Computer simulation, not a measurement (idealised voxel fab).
This section sets out a process module, namely voxel wiring stack.
It is cross-section cut that appears here, measuring 160 nm in width, its square cells being 5 nm in size.
Each cross-section below is a grid of square cells, stated as bands in top-down order, with one or more rows of cells making up each band. In this notation a band is specified by the heights of its top and bottom, in that order and in nm, after which its materials appear from left to right, each paired with its width in nm. The word "everywhere" attached to a single material means that material fills the band from edge to edge; the word "empty" stands for empty space. Height is counted from the level 0, under which the received wafer is composed throughout of one material. The lowest of the bands is not closed at the bottom but continues downward, in the notation "0 and below". It should be noted that a width expressed as "30..40" varies in equal increments from row to row of cells within the band, taking the value of the first number at the top row and that of the second number at the bottom row. Take "identical to before" at face value: in the step it is given for, the cross-section changed in none of its cells. Empty spaces without an open route to the top, at least 8 cells in extent, make up the entry "Unvented internal voids"; each is given as width x height at distance, where the distance is measured from the left edge, and all are in nm. Step line, after settings: the simulator's comment on this step. "overlay nm" on a masked step: distance the mask lay right of its planned place, negative for left.
-- So here's the lineup of process steps we planned
1. RECEIVE,material Si
2. CONFORMAL_DEP,material SiO2,thk nm 15
3. DIRECTIONAL_DEP,material TiN,thk nm 5
4. DIRECTIONAL_DEP,material W,thk nm 15
5. DIRECTIONAL_DEP,material aC,thk nm 10
6. PATTERN,tone cover,mask id METAL_1,material resist,width nm 20,pitch nm 45,thk nm 25,overlay nm 0
7. DIRECTIONAL_ETCH,etch materials aC,depth nm 10
8. STRIP,etch materials resist
9. DIRECTIONAL_ETCH,etch materials W,depth nm 15
10. DIRECTIONAL_ETCH,etch materials TiN,depth nm 5
11. STRIP,etch materials aC
12. CONFORMAL_DEP,material SiN,thk nm 5
13. FILL_DEP,material lowk,thk nm 10
14. CMP,height nm 35
15. CONFORMAL_DEP,material SiCN,thk nm 5
16. DIRECTIONAL_DEP,material lowk,thk nm 20
17. PATTERN,tone open,mask id PLUG_1,material resist,width nm 15,thk nm 15,overlay nm 0
18. DIRECTIONAL_ETCH,etch materials lowk,depth nm 20
19. DIRECTIONAL_ETCH,etch materials SiCN,depth nm 5
20. STRIP,etch materials resist
21. CONFORMAL_DEP,material TiN,thk nm 5
22. FILL_DEP,material W,thk nm 5
23. CMP,height nm 60
24. CONFORMAL_DEP,material SiN,thk nm 5
25. DIRECTIONAL_DEP,material lowk,thk nm 20
26. PATTERN,tone open,mask id METAL_2,material resist,width nm 20,pitch nm 45,thk nm 15,overlay nm 0
27. DIRECTIONAL_ETCH,etch materials lowk,depth nm 20
28. DIRECTIONAL_ETCH,etch materials SiN,depth nm 5
29. STRIP,etch materials resist
30. CONFORMAL_DEP,material TiN,thk nm 5
31. FILL_DEP,material Ru,thk nm 5
32. CMP,height nm 85
33. CONFORMAL_DEP,material SiCN,thk nm 5
34. DIRECTIONAL_DEP,material lowk,thk nm 10
35. MASKED_ETCH,tone open,mask id PLUG_2,width nm 15,pitch nm 45,etch materials lowk,depth nm 10,overlay nm 0
36. MASKED_ETCH,tone open,mask id PLUG_2,width nm 15,pitch nm 45,etch materials SiCN,depth nm 5,overlay nm 0
37. EPI,material Ru,thk nm 10
38. EPI,material Ru,thk nm 5
39. CONFORMAL_DEP,material SiCN,thk nm 5
40. DIRECTIONAL_DEP,material SiO2,thk nm 20
41. PATTERN,tone open,mask id METAL_3,material resist,width nm 20,pitch nm 45,thk nm 20,overlay nm 0
42. DIRECTIONAL_ETCH,etch materials SiO2,depth nm 20
43. DIRECTIONAL_ETCH,etch materials SiCN,depth nm 5
44. STRIP,etch materials resist
45. CONFORMAL_DEP,material TiN,thk nm 5
46. FILL_DEP,material Cu,thk nm 5
47. CMP,height nm 125
48. EPI,material Ru,thk nm 5
49. FILL_DEP,material SiCN,thk nm 5
Same starting wafers, different width nm at step 17. Plan value belongs to the first wafer.
-- Received condition of the first of several wafers, sectioned: post-step 1
    0 and below = Si everywhere
    Unvented internal voids: none
-- Here's the first of several wafers in cross-section, end of the module, after the last step, step 49
    135 down to 130 = SiCN everywhere
    130 down to 125 = SiCN=40 / Ru=30 / SiCN=15 / Ru=30 / SiCN=45
    125 down to 105 = SiO2=45 / TiN=5 / Cu=10 / TiN=5 / SiO2=25 / TiN=5 / Cu=10 / TiN=5 / SiO2=50
    105 down to 100 = SiCN=45 / TiN=20 / SiCN=25 / TiN=20 / SiCN=50
    100 down to 90 = lowk=45 / Ru=15 / lowk=30 / Ru=15 / lowk=55
    90 down to 85 = SiCN=45 / Ru=15 / SiCN=30 / Ru=15 / SiCN=55
    85 down to 65 = lowk=45 / TiN=5 / Ru=10 / TiN=5 / lowk=25 / TiN=5 / Ru=10 / TiN=5 / lowk=50
    65 down to 60 = SiN=45 / TiN=20 / SiN=25 / TiN=20 / SiN=50
    60 down to 40 = lowk=45 / TiN=5 / W=5 / TiN=5 / lowk=100
    40 down to 35 = SiCN=45 / TiN=15 / SiCN=100
    35 down to 20 = lowk=40 / SiN=5 / W=20 / SiN=5 / lowk=15 / SiN=5 / W=20 / SiN=5 / lowk=45
    20 down to 15 = SiN=45 / TiN=20 / SiN=25 / TiN=20 / SiN=50
    15 down to 0 = SiO2 everywhere
    0 and below = Si everywhere
    Unvented internal voids: none
-- Cross-sectional view of the final wafer of several at the module's end
    135 down to 130 = SiCN everywhere
    130 down to 125 = SiCN=40 / Ru=30 / SiCN=15 / Ru=30 / SiCN=45
    125 down to 105 = SiO2=45 / TiN=5 / Cu=10 / TiN=5 / SiO2=25 / TiN=5 / Cu=10 / TiN=5 / SiO2=50
    105 down to 100 = SiCN=45 / TiN=20 / SiCN=25 / TiN=20 / SiCN=50
    100 down to 90 = lowk=45 / Ru=15 / lowk=30 / Ru=15 / lowk=55
    90 down to 85 = SiCN=45 / Ru=15 / SiCN=30 / Ru=15 / SiCN=55
    85 down to 65 = lowk=45 / TiN=5 / Ru=10 / TiN=5 / lowk=25 / TiN=5 / Ru=10 / TiN=5 / lowk=50
    65 down to 60 = SiN=45 / TiN=20 / SiN=25 / TiN=20 / SiN=50
    60 down to 40 = lowk=40 / TiN=5 / W=20 / TiN=5 / lowk=90
    40 down to 35 = SiCN=40 / TiN=30 / SiCN=90
    35 down to 20 = lowk=40 / SiN=5 / W=20 / SiN=5 / lowk=15 / SiN=5 / W=20 / SiN=5 / lowk=45
    20 down to 15 = SiN=45 / TiN=20 / SiN=25 / TiN=20 / SiN=50
    15 down to 0 = SiO2 everywhere
    0 and below = Si everywhere
    Unvented internal voids: none
-- Per-wafer rows below. For each material: cells gained (+) or lost (-) since the wafer was received, as of end of module. Then: closed voids
width nm 15; +16 Cu; +46 Ru; +131 SiCN; +60 SiN; +192 SiO2; +67 TiN; +28 W; +324 lowk; Unvented internal voids: none
width nm 20; +16 Cu; +46 Ru; +130 SiCN; +60 SiN; +192 SiO2; +68 TiN; +32 W; +320 lowk; Unvented internal voids: none
width nm 25; +16 Cu; +46 Ru; +129 SiCN; +60 SiN; +192 SiO2; +69 TiN; +36 W; +316 lowk; Unvented internal voids: none
width nm 30; +16 Cu; +46 Ru; +128 SiCN; +60 SiN; +192 SiO2; +70 TiN; +40 W; +312 lowk; Unvented internal voids: none
